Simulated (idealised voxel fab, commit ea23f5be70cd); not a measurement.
process module | voxel self aligned contacts
cross-section cut | 160 nm wide | cells 5 nm
A cross-section is a grid of square cells, given in bands from the top down. A band is one or more rows of cells.
Each band's line starts with the height of the band's top and of its bottom, in nm. Then come its materials from left to right, each with its width in nm. One material with "throughout" fills the band from edge to edge. "air" is empty space.
Height 0 is the level under which the wafer as received is all one material. The lowest band goes on downwards, as in "0 down".
A width such as "30 to 40" changes by the same amount from each row of cells to the next, from the band's top row to its bottom row.
"no change" after a step means that no cell of the cross-section changed.
closed voids: empty space of 8 cells or more with no open way to the top, each as width x height at its distance from the left edge, in nm
after a step's settings: what the simulator itself notes on the step
overlay nm, on a step with a mask: how far to the right of its planned place the mask lay; to the left if negative
plan
1 op RECEIVE | material Si
2 op OXIDIZE | depth nm 5
3 op DIRECTIONAL_DEP | material polySi | thk nm 25
4 op DIRECTIONAL_DEP | material SiN | thk nm 20
5 op PATTERN | tone cover | mask id GATE | material resist | width nm 35 | pitch nm 70 | thk nm 15 | overlay nm -10
6 op DIRECTIONAL_ETCH | etch materials SiN | depth nm 20
7 op DIRECTIONAL_ETCH | etch materials polySi | depth nm 25
8 op STRIP | etch materials resist
9 op CONFORMAL_DEP | material SiN | thk nm 5
10 op DIRECTIONAL_ETCH | etch materials SiN | depth nm 5
11 op FILL_DEP | material SiO2 | thk nm 15
12 op CMP | height nm 50
13 op PATTERN | tone open | mask id CONTACT | material resist | width nm 45 | thk nm 15 | overlay nm 0
14 op DIRECTIONAL_ETCH | etch materials SiO2 | depth nm 55
15 op STRIP | etch materials resist
16 op CONFORMAL_DEP | material TiN | thk nm 5
17 op FILL_DEP | material Ru | thk nm 10
18 op CMP | height nm 50
19 op CONFORMAL_DEP | material SiN | thk nm 5
varied across the wafers: overlay nm of step 5. The plan shows the first wafer's value. All wafers start alike
first wafer as received, after step 1
  0 down: Si throughout
  closed voids: none
first wafer at the end, after step 19
  55 to 50: SiN throughout
  50 to 45: SiO2 55 | TiN 5 | Ru 15 | TiN 25 | SiO2 60
  45 to 25: SiO2 10 | SiN 45 | TiN 5 | Ru 15 | TiN 5 | SiN 45 | SiO2 35
  25 to 0: SiO2 10 | SiN 5 | polySi 35 | SiN 5 | TiN 5 | Ru 15 | TiN 5 | SiN 5 | polySi 35 | SiN 5 | SiO2 35
  0 to -5: SiO2 55 | TiN 25 | SiO2 80
  -5 down: Si throughout
  closed voids: none
last wafer at the end
  55 to 50: SiN throughout
  50 to 45: SiO2 55 | TiN 30 | Ru 10 | TiN 5 | SiO2 60
  45 to 25: SiO2 35 | SiN 45 | TiN 5 | Ru 10 | TiN 5 | SiO2 5 | SiN 45 | SiO2 10
  25 to 0: SiO2 35 | SiN 5 | polySi 35 | SiN 5 | TiN 5 | Ru 10 | TiN 5 | SiO2 5 | SiN 5 | polySi 35 | SiN 5 | SiO2 10
  0 to -5: SiO2 80 | TiN 20 | SiO2 60
  -5 down: Si throughout
  closed voids: none
each wafer at the end: cells of each material gained (+) or lost (-) since it was received, then its closed voids
overlay nm -10 | +30 Ru | -32 Si | +124 SiN | +131 SiO2 | +29 TiN | +70 polySi | closed voids: none
overlay nm -5 | +30 Ru | -32 Si | +124 SiN | +131 SiO2 | +29 TiN | +70 polySi | closed voids: none
overlay nm 0 | +30 Ru | -32 Si | +124 SiN | +131 SiO2 | +29 TiN | +70 polySi | closed voids: none
overlay nm 5 | +30 Ru | -32 Si | +124 SiN | +131 SiO2 | +29 TiN | +70 polySi | closed voids: none
overlay nm 10 | +30 Ru | -32 Si | +124 SiN | +131 SiO2 | +29 TiN | +70 polySi | closed voids: none
overlay nm 15 | +20 Ru | -32 Si | +124 SiN | +141 SiO2 | +29 TiN | +70 polySi | closed voids: none
